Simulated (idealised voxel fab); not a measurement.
The following process module bears the name voxel wiring stack.
Pictured: cross-section cut, 235 nm wide, on a grid of 5 nm square cells.
Each cross-section below is a grid of square cells, stated as bands in top-down order, with one or more rows of cells making up each band.
Heads up on the band format: heights come first, top then bottom, in nm. After that it's the materials left to right, each with its width in nm. A single material flagged "full width" fills the whole band edge to edge, and "empty" means there's empty space there.
Note: height 0 marks the level under which the wafer is uniformly one material as received. Lowest band unbounded below, written "0 down".
Width spec "30->40" -> top row of cells at first value, bottom row at second value, equal per-row change in between.
When a step is marked "no change", none of the cells in the cross-section changed during that step.
The list in "Trapped voids" covers empty spaces of 8 cells or more that cannot reach the top through any open way, and it gives each as width x height at distance; the distance is from the left edge, and width, height and distance are in nm.
On each step's line, the part that comes after the settings is the simulator's own comment on the step.
The line of a step may include "overlay nm". On a step with a mask, this value is how far to the right of its planned place the mask lay. A negative value means the mask lay to the left.
# This section lists the process steps that were planned
| 1 | RECEIVE: material Si |
| 2 | CONFORMAL_DEP: material SiO2, thk nm 10 |
| 3 | DIRECTIONAL_DEP: material TiN, thk nm 5 |
| 4 | DIRECTIONAL_DEP: material W, thk nm 15 |
| 5 | PATTERN: tone cover, mask id METAL_1, material resist, width nm 25, pitch nm 45, thk nm 20, overlay nm 0 |
| 6 | DIRECTIONAL_ETCH: etch materials W, depth nm 15 |
| 7 | DIRECTIONAL_ETCH: etch materials TiN, depth nm 5 |
| 8 | STRIP: etch materials resist |
| 9 | CONFORMAL_DEP: material SiCN, thk nm 5 |
| 10 | FILL_DEP: material SiO2, thk nm 5 |
| 11 | CMP: height nm 30 |
| 12 | CONFORMAL_DEP: material SiCN, thk nm 5 |
| 13 | DIRECTIONAL_DEP: material lowk, thk nm 15 |
| 14 | PATTERN: tone open, mask id PLUG_1, material resist, width nm 15, thk nm 20, overlay nm -15 |
| 15 | DIRECTIONAL_ETCH: etch materials lowk, depth nm 15 |
| 16 | DIRECTIONAL_ETCH: etch materials SiCN, depth nm 5 |
| 17 | STRIP: etch materials resist |
| 18 | EPI: material Ru, thk nm 10 |
| 19 | EPI: material Ru, thk nm 10 |
| 20 | CONFORMAL_DEP: material SiN, thk nm 5 |
| 21 | DIRECTIONAL_DEP: material SiO2, thk nm 25 |
| 22 | PATTERN: tone open, mask id METAL_2, material resist, width nm 25, pitch nm 45, thk nm 20, overlay nm 0 |
| 23 | DIRECTIONAL_ETCH: etch materials SiO2, depth nm 25 |
| 24 | DIRECTIONAL_ETCH: etch materials SiN, depth nm 5 |
| 25 | STRIP: etch materials resist |
| 26 | CONFORMAL_DEP: material TiN, thk nm 5 |
| 27 | FILL_DEP: material Cu, thk nm 10 |
| 28 | CMP: height nm 80 |
| 29 | CONFORMAL_DEP: material SiCN, thk nm 5 |
| 30 | DIRECTIONAL_DEP: material lowk, thk nm 10 |
| 31 | PATTERN: tone open, mask id PLUG_2, material resist, width nm 15, pitch nm 45, thk nm 20, overlay nm 0 |
| 32 | DIRECTIONAL_ETCH: etch materials lowk, depth nm 10 |
| 33 | DIRECTIONAL_ETCH: etch materials SiCN, depth nm 5 |
| 34 | STRIP: etch materials resist |
| 35 | EPI: material Ru, thk nm 10 |
| 36 | EPI: material Ru, thk nm 5 |
| 37 | DIRECTIONAL_DEP: material TiN, thk nm 5 |
| 38 | DIRECTIONAL_DEP: material Ru, thk nm 15 |
| 39 | DIRECTIONAL_DEP: material aC, thk nm 10 |
| 40 | PATTERN: tone cover, mask id METAL_3, material resist, width nm 25, pitch nm 45, thk nm 25, overlay nm 0 |
| 41 | DIRECTIONAL_ETCH: etch materials aC, depth nm 10 |
| 42 | STRIP: etch materials resist |
| 43 | DIRECTIONAL_ETCH: etch materials Ru, depth nm 15 |
| 44 | DIRECTIONAL_ETCH: etch materials TiN, depth nm 5 |
| 45 | STRIP: etch materials aC |
| 46 | CONFORMAL_DEP: material SiN, thk nm 5 |
| 47 | FILL_DEP: material lowk, thk nm 10 |
| 48 | CMP: height nm 115 |
| 49 | CONFORMAL_DEP: material SiCN, thk nm 5 |
| 50 | DIRECTIONAL_DEP: material SiO2, thk nm 25 |
| 51 | DIRECTIONAL_DEP: material aC, thk nm 10 |
| 52 | PATTERN: tone open, mask id METAL_4_HOLES, material resist, width nm 15, pitch nm 45, thk nm 25, overlay nm 0 |
| 53 | DIRECTIONAL_ETCH: etch materials aC, depth nm 10 |
| 54 | STRIP: etch materials resist |
| 55 | DIRECTIONAL_ETCH: etch materials SiO2, depth nm 25 |
| 56 | STRIP: etch materials aC |
| 57 | MASKED_ETCH: tone open, mask id METAL_4, width nm 25, pitch nm 45, etch materials SiO2, depth nm 15, overlay nm 0 |
| 58 | MASKED_ETCH: tone open, mask id METAL_4, width nm 25, pitch nm 45, etch materials SiCN, depth nm 5, overlay nm 0 |
| 59 | CONFORMAL_DEP: material TiN, thk nm 5 |
| 60 | FILL_DEP: material Cu, thk nm 5 |
| 61 | CMP: height nm 145 |
| 62 | CONFORMAL_DEP: material SiN, thk nm 5 |
The value of overlay nm given for step 14 in the plan refers to the first wafer; the wafers vary in this setting and are alike at the start.
# first wafer as received, after step 1
  0 down  Si full width
  Trapped voids: none
# Cross-section, first of several wafers, end of module, after last step 62
  150 to 145  SiN full width
  145 to 135  SiO2: 80 | TiN: 5 | Cu: 15 | TiN: 5 | SiO2: 20 | TiN: 5 | Cu: 15 | TiN: 5 | SiO2: 85
  135 to 130  SiO2: 80 | TiN: 5 | Cu: 5 | TiN: 15 | SiO2: 20 | TiN: 5 | Cu: 5 | TiN: 15 | SiO2: 85
  130 to 120  SiO2: 80 | TiN: 5 | Cu: 5 | TiN: 5 | SiO2: 30 | TiN: 5 | Cu: 5 | TiN: 5 | SiO2: 95
  120 to 115  SiCN: 80 | TiN: 15 | SiCN: 30 | TiN: 15 | SiCN: 95
  115 to 100  lowk: 75 | SiN: 5 | Ru: 25 | SiN: 5 | lowk: 10 | SiN: 5 | Ru: 25 | SiN: 5 | lowk: 80
  100 to 95  SiN: 80 | TiN: 25 | SiN: 20 | TiN: 25 | SiN: 85
  95 to 85  lowk: 80 | Ru: 15 | lowk: 30 | Ru: 15 | lowk: 95
  85 to 80  SiCN: 80 | Ru: 15 | SiCN: 30 | Ru: 15 | SiCN: 95
  80 to 60  SiO2: 70 | TiN: 5 | SiO2: 5 | TiN: 5 | Cu: 15 | TiN: 5 | SiO2: 20 | TiN: 5 | Cu: 15 | TiN: 5 | SiO2: 85
  60 to 55  SiO2: 80 | TiN: 5 | Cu: 15 | TiN: 5 | SiO2: 20 | TiN: 5 | Cu: 15 | TiN: 5 | SiO2: 85
  55 to 50  SiN: 70 | SiO2: 5 | SiN: 5 | TiN: 25 | SiN: 20 | TiN: 25 | SiN: 85
  50 to 35  lowk: 65 | SiN: 5 | SiO2: 5 | SiN: 5 | lowk: 155
  35 to 30  SiCN: 65 | SiN: 15 | SiCN: 155
  30 to 15  SiO2: 75 | SiCN: 5 | W: 25 | SiCN: 5 | SiO2: 10 | SiCN: 5 | W: 25 | SiCN: 5 | SiO2: 80
  15 to 10  SiCN: 80 | TiN: 25 | SiCN: 20 | TiN: 25 | SiCN: 85
  10 to 0  SiO2 full width
  0 down  Si full width
  Trapped voids: none
# Here we cross-sectioned the last of the wafers once the module was done
  150 to 145  SiN full width
  145 to 135  SiO2: 80 | TiN: 5 | Cu: 15 | TiN: 5 | SiO2: 20 | TiN: 5 | Cu: 15 | TiN: 5 | SiO2: 85
  135 to 130  SiO2: 80 | TiN: 5 | Cu: 5 | TiN: 15 | SiO2: 20 | TiN: 5 | Cu: 5 | TiN: 15 | SiO2: 85
  130 to 120  SiO2: 80 | TiN: 5 | Cu: 5 | TiN: 5 | SiO2: 30 | TiN: 5 | Cu: 5 | TiN: 5 | SiO2: 95
  120 to 115  SiCN: 80 | TiN: 15 | SiCN: 30 | TiN: 15 | SiCN: 95
  115 to 100  lowk: 75 | SiN: 5 | Ru: 25 | SiN: 5 | lowk: 10 | SiN: 5 | Ru: 25 | SiN: 5 | lowk: 80
  100 to 95  SiN: 80 | TiN: 25 | SiN: 20 | TiN: 25 | SiN: 85
  95 to 85  lowk: 80 | Ru: 15 | lowk: 30 | Ru: 15 | lowk: 95
  85 to 80  SiCN: 80 | Ru: 15 | SiCN: 30 | Ru: 15 | SiCN: 95
  80 to 55  SiO2: 80 | TiN: 5 | Cu: 15 | TiN: 5 | SiO2: 20 | TiN: 5 | Cu: 15 | TiN: 5 | SiO2: 85
  55 to 50  SiN: 80 | TiN: 25 | SiN: 20 | TiN: 25 | SiN: 85
  50 to 35  lowk: 95 | Ru: 15 | lowk: 125
  35 to 30  SiCN: 95 | Ru: 15 | SiCN: 125
  30 to 15  SiO2: 75 | SiCN: 5 | W: 25 | SiCN: 5 | SiO2: 10 | SiCN: 5 | W: 25 | SiCN: 5 | SiO2: 80
  15 to 10  SiCN: 80 | TiN: 25 | SiCN: 20 | TiN: 25 | SiCN: 85
  10 to 0  SiO2 full width
  0 down  Si full width
  Trapped voids: none
# Per wafer (row), end of module: delta in cells per material since receipt, (+) for gained, (-) for lost; closed voids after that
overlay nm -15; +48 Cu; +48 Ru; +175 SiCN; +141 SiN; +571 SiO2; +84 TiN; +30 W; +313 lowk; Trapped voids: none
overlay nm -10; +48 Cu; +60 Ru; +175 SiCN; +133 SiN; +571 SiO2; +80 TiN; +30 W; +313 lowk; Trapped voids: none
overlay nm -5; +48 Cu; +60 Ru; +175 SiCN; +133 SiN; +571 SiO2; +80 TiN; +30 W; +313 lowk; Trapped voids: none
overlay nm 0; +48 Cu; +60 Ru; +175 SiCN; +133 SiN; +571 SiO2; +80 TiN; +30 W; +313 lowk; Trapped voids: none
overlay nm 5; +48 Cu; +60 Ru; +175 SiCN; +133 SiN; +571 SiO2; +80 TiN; +30 W; +313 lowk; Trapped voids: none
overlay nm 10; +48 Cu; +60 Ru; +175 SiCN; +133 SiN; +571 SiO2; +80 TiN; +30 W; +313 lowk; Trapped voids: none
overlay nm 15; +48 Cu; +60 Ru; +175 SiCN; +133 SiN; +571 SiO2; +80 TiN; +30 W; +313 lowk; Trapped voids: none
